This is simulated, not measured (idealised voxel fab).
Process module in this document: voxel air gaps
FYI the section here is cut, 205 nm wide, cells are 5 nm squares.
In what follows, cross-sections appear as grids of square cells, described through bands that run from the top down, where every band is one or more rows of cells. For a band, the entry starts with two heights in nm, that of the top and then that of the bottom, and carries on with the band's materials in order from left to right, each alongside its width in nm; the word "throughout" beside a single material means it fills the band edge to edge, and "empty" means empty space. Heights from 0 (as-received wafer is one material below). Bottom band endless downward, as "0 -> down". The expression "30..40" gives the width at the extremes of the band, the first number at its top row of cells and the second at its bottom row, with the width changing by equal amounts from each row to the next in between. Basically "left unchanged" means that step didn't change any cell in the cross-section. What "Tabulated closed voids" gives you is every empty space of 8 cells or more that is cut off from the top. Each appears as width x height at distance, with the distance taken from the left edge and width, height and distance all in nm. It should be noted that, on the line of a given step, the content following the step's settings is a remark produced by the simulator itself with respect to that step. overlay nm: where the mask lay relative to plan, measured to the right, on steps with a mask; negatives go left.

## Planned process steps
1) RECEIVE: material Si
2) CONFORMAL_DEP: material SiO2, thk nm 10
3) CONFORMAL_DEP: material SiN, thk nm 5
4) DIRECTIONAL_DEP: material lowk, thk nm 35
5) PATTERN: tone open, mask id LINES, material resist, width nm 20, pitch nm 50, thk nm 20, overlay nm 0
6) DIRECTIONAL_ETCH: etch materials lowk, depth nm 35
7) STRIP: etch materials resist
8) CONFORMAL_DEP: material TiN, thk nm 5
9) FILL_DEP: material Cu, thk nm 10
10) CMP: height nm 50
11) EPI: material Ru, thk nm 10
12) SELECTIVE_ETCH: etch materials lowk, depth nm 45
13) CONFORMAL_DEP: material SiCN, thk nm 5

## On the first of the two wafers: run conducted according to plan

## As-received wafer cross-section (after step 1)
> 0 -> down: Si throughout
> Tabulated closed voids: none

## How the wafer stands in section after step 2
> 10 -> 0: SiO2 throughout
> Below 0, no change.

## How the wafer stands in section after step 3
> 15 -> 10: SiN throughout
> Below 10, no change.

## How the wafer stands in section after step 4
> 50 -> 15: lowk throughout
> Below 15, no change.

## How the wafer stands in section after step 5
> 70 -> 50: 40 nm resist | 20 nm empty | 30 nm resist | 20 nm empty | 30 nm resist | 20 nm empty | 45 nm resist
> Below 50, no change.

## How the wafer stands in section after step 6
> 70 -> 50: 40 nm resist | 20 nm empty | 30 nm resist | 20 nm empty | 30 nm resist | 20 nm empty | 45 nm resist
> 50 -> 15: 40 nm lowk | 20 nm empty | 30 nm lowk | 20 nm empty | 30 nm lowk | 20 nm empty | 45 nm lowk
> Below 15, no change.

## How the wafer stands in section after step 7
> 50 -> 15: 40 nm lowk | 20 nm empty | 30 nm lowk | 20 nm empty | 30 nm lowk | 20 nm empty | 45 nm lowk
> Below 15, no change.

## How the wafer stands in section after step 8
> 55 -> 50: 45 nm TiN | 10 nm empty | 40 nm TiN | 10 nm empty | 40 nm TiN | 10 nm empty | 50 nm TiN
> 50 -> 20: 40 nm lowk | 5 nm TiN | 10 nm empty | 5 nm TiN | 30 nm lowk | 5 nm TiN | 10 nm empty | 5 nm TiN | 30 nm lowk | 5 nm TiN | 10 nm empty | 5 nm TiN | 45 nm lowk
> 20 -> 15: 40 nm lowk | 20 nm TiN | 30 nm lowk | 20 nm TiN | 30 nm lowk | 20 nm TiN | 45 nm lowk
> Below 15, no change.

## How the wafer stands in section after step 9
> 65 -> 55: Cu throughout
> 55 -> 50: 45 nm TiN | 10 nm Cu | 40 nm TiN | 10 nm Cu | 40 nm TiN | 10 nm Cu | 50 nm TiN
> 50 -> 20: 40 nm lowk | 5 nm TiN | 10 nm Cu | 5 nm TiN | 30 nm lowk | 5 nm TiN | 10 nm Cu | 5 nm TiN | 30 nm lowk | 5 nm TiN | 10 nm Cu | 5 nm TiN | 45 nm lowk
> Below 20, no change.

## How the wafer stands in section after step 10
> 50 -> 20: 40 nm lowk | 5 nm TiN | 10 nm Cu | 5 nm TiN | 30 nm lowk | 5 nm TiN | 10 nm Cu | 5 nm TiN | 30 nm lowk | 5 nm TiN | 10 nm Cu | 5 nm TiN | 45 nm lowk
> Below 20, no change.

## How the wafer stands in section after step 11
> 60 -> 50: 30 nm empty | 40 nm Ru | 10 nm empty | 40 nm Ru | 10 nm empty | 40 nm Ru | 35 nm empty
> Below 50, no change.

## How the wafer stands in section after step 12
> 60 -> 50: 30 nm empty | 40 nm Ru | 10 nm empty | 40 nm Ru | 10 nm empty | 40 nm Ru | 35 nm empty
> 50 -> 20: 40 nm empty | 5 nm TiN | 10 nm Cu | 5 nm TiN | 30 nm empty | 5 nm TiN | 10 nm Cu | 5 nm TiN | 30 nm empty | 5 nm TiN | 10 nm Cu | 5 nm TiN | 45 nm empty
> 20 -> 15: 40 nm empty | 20 nm TiN | 30 nm empty | 20 nm TiN | 30 nm empty | 20 nm TiN | 45 nm empty
> Below 15, no change.

## How the wafer stands in section after step 13
> 65 -> 60: 25 nm empty | 150 nm SiCN | 30 nm empty
> 60 -> 50: 25 nm empty | 5 nm SiCN | 40 nm Ru | 10 nm SiCN | 40 nm Ru | 10 nm SiCN | 40 nm Ru | 5 nm SiCN | 30 nm empty
> 50 -> 45: 25 nm empty | 15 nm SiCN | 5 nm TiN | 10 nm Cu | 5 nm TiN | 30 nm SiCN | 5 nm TiN | 10 nm Cu | 5 nm TiN | 30 nm SiCN | 5 nm TiN | 10 nm Cu | 5 nm TiN | 15 nm SiCN | 30 nm empty
> 45 -> 20: 35 nm empty | 5 nm SiCN | 5 nm TiN | 10 nm Cu | 5 nm TiN | 5 nm SiCN | 20 nm empty | 5 nm SiCN | 5 nm TiN | 10 nm Cu | 5 nm TiN | 5 nm SiCN | 20 nm empty | 5 nm SiCN | 5 nm TiN | 10 nm Cu | 5 nm TiN | 5 nm SiCN | 40 nm empty
> 20 -> 15: 40 nm SiCN | 20 nm TiN | 30 nm SiCN | 20 nm TiN | 30 nm SiCN | 20 nm TiN | 45 nm SiCN
> Below 15, no change.
> Tabulated closed voids: 20 x 25 at 65; 20 x 25 at 115

## Wafer two: like wafer one in start and plan, but with one mistake in execution; identical up to and including step 1

## Second wafer shown in cross-section at the time step 2 was slated to end
> 10 -> 0: SiN throughout
> Below 0, no change.

## Second wafer shown in cross-section at the time step 3 was slated to end
> 15 -> 0: SiN throughout
> Below 0, no change.

## Second wafer shown in cross-section at the time step 4 was slated to end
> 50 -> 15: lowk throughout
> Below 15, no change.

## Second wafer shown in cross-section at the time step 5 was slated to end
> 70 -> 50: 40 nm resist | 20 nm empty | 30 nm resist | 20 nm empty | 30 nm resist | 20 nm empty | 45 nm resist
> Below 50, no change.

## Second wafer shown in cross-section at the time step 6 was slated to end
> 70 -> 50: 40 nm resist | 20 nm empty | 30 nm resist | 20 nm empty | 30 nm resist | 20 nm empty | 45 nm resist
> 50 -> 15: 40 nm lowk | 20 nm empty | 30 nm lowk | 20 nm empty | 30 nm lowk | 20 nm empty | 45 nm lowk
> Below 15, no change.

## Second wafer shown in cross-section at the time step 7 was slated to end
> 50 -> 15: 40 nm lowk | 20 nm empty | 30 nm lowk | 20 nm empty | 30 nm lowk | 20 nm empty | 45 nm lowk
> Below 15, no change.

## Second wafer shown in cross-section at the time step 8 was slated to end
> 55 -> 50: 45 nm TiN | 10 nm empty | 40 nm TiN | 10 nm empty | 40 nm TiN | 10 nm empty | 50 nm TiN
> 50 -> 20: 40 nm lowk | 5 nm TiN | 10 nm empty | 5 nm TiN | 30 nm lowk | 5 nm TiN | 10 nm empty | 5 nm TiN | 30 nm lowk | 5 nm TiN | 10 nm empty | 5 nm TiN | 45 nm lowk
> 20 -> 15: 40 nm lowk | 20 nm TiN | 30 nm lowk | 20 nm TiN | 30 nm lowk | 20 nm TiN | 45 nm lowk
> Below 15, no change.

## Second wafer shown in cross-section at the time step 9 was slated to end
> 65 -> 55: Cu throughout
> 55 -> 50: 45 nm TiN | 10 nm Cu | 40 nm TiN | 10 nm Cu | 40 nm TiN | 10 nm Cu | 50 nm TiN
> 50 -> 20: 40 nm lowk | 5 nm TiN | 10 nm Cu | 5 nm TiN | 30 nm lowk | 5 nm TiN | 10 nm Cu | 5 nm TiN | 30 nm lowk | 5 nm TiN | 10 nm Cu | 5 nm TiN | 45 nm lowk
> Below 20, no change.

## Second wafer shown in cross-section at the time step 10 was slated to end
> 50 -> 20: 40 nm lowk | 5 nm TiN | 10 nm Cu | 5 nm TiN | 30 nm lowk | 5 nm TiN | 10 nm Cu | 5 nm TiN | 30 nm lowk | 5 nm TiN | 10 nm Cu | 5 nm TiN | 45 nm lowk
> Below 20, no change.

## Second wafer shown in cross-section at the time step 11 was slated to end
> 60 -> 50: 30 nm empty | 40 nm Ru | 10 nm empty | 40 nm Ru | 10 nm empty | 40 nm Ru | 35 nm empty
> Below 50, no change.

## Second wafer shown in cross-section at the time step 12 was slated to end
> 60 -> 50: 30 nm empty | 40 nm Ru | 10 nm empty | 40 nm Ru | 10 nm empty | 40 nm Ru | 35 nm empty
> 50 -> 20: 40 nm empty | 5 nm TiN | 10 nm Cu | 5 nm TiN | 30 nm empty | 5 nm TiN | 10 nm Cu | 5 nm TiN | 30 nm empty | 5 nm TiN | 10 nm Cu | 5 nm TiN | 45 nm empty
> 20 -> 15: 40 nm empty | 20 nm TiN | 30 nm empty | 20 nm TiN | 30 nm empty | 20 nm TiN | 45 nm empty
> Below 15, no change.

## Second wafer shown in cross-section at the time step 13 was slated to end
> 65 -> 60: 25 nm empty | 150 nm SiCN | 30 nm empty
> 60 -> 50: 25 nm empty | 5 nm SiCN | 40 nm Ru | 10 nm SiCN | 40 nm Ru | 10 nm SiCN | 40 nm Ru | 5 nm SiCN | 30 nm empty
> 50 -> 45: 25 nm empty | 15 nm SiCN | 5 nm TiN | 10 nm Cu | 5 nm TiN | 30 nm SiCN | 5 nm TiN | 10 nm Cu | 5 nm TiN | 30 nm SiCN | 5 nm TiN | 10 nm Cu | 5 nm TiN | 15 nm SiCN | 30 nm empty
> 45 -> 20: 35 nm empty | 5 nm SiCN | 5 nm TiN | 10 nm Cu | 5 nm TiN | 5 nm SiCN | 20 nm empty | 5 nm SiCN | 5 nm TiN | 10 nm Cu | 5 nm TiN | 5 nm SiCN | 20 nm empty | 5 nm SiCN | 5 nm TiN | 10 nm Cu | 5 nm TiN | 5 nm SiCN | 40 nm empty
> 20 -> 15: 40 nm SiCN | 20 nm TiN | 30 nm SiCN | 20 nm TiN | 30 nm SiCN | 20 nm TiN | 45 nm SiCN
> Below 15, no change.
> Tabulated closed voids: 20 x 25 at 65; 20 x 25 at 115
It is concluded that the wafer was processed incorrectly with respect to the plan, in that step 2 was processed under conditions differing from the plan, specifically as CONFORMAL_DEP: material SiN, thk nm 10
The closing comparison, in cells, has the second wafer with more or fewer of some materials than the first: +82 SiN; -82 SiO2
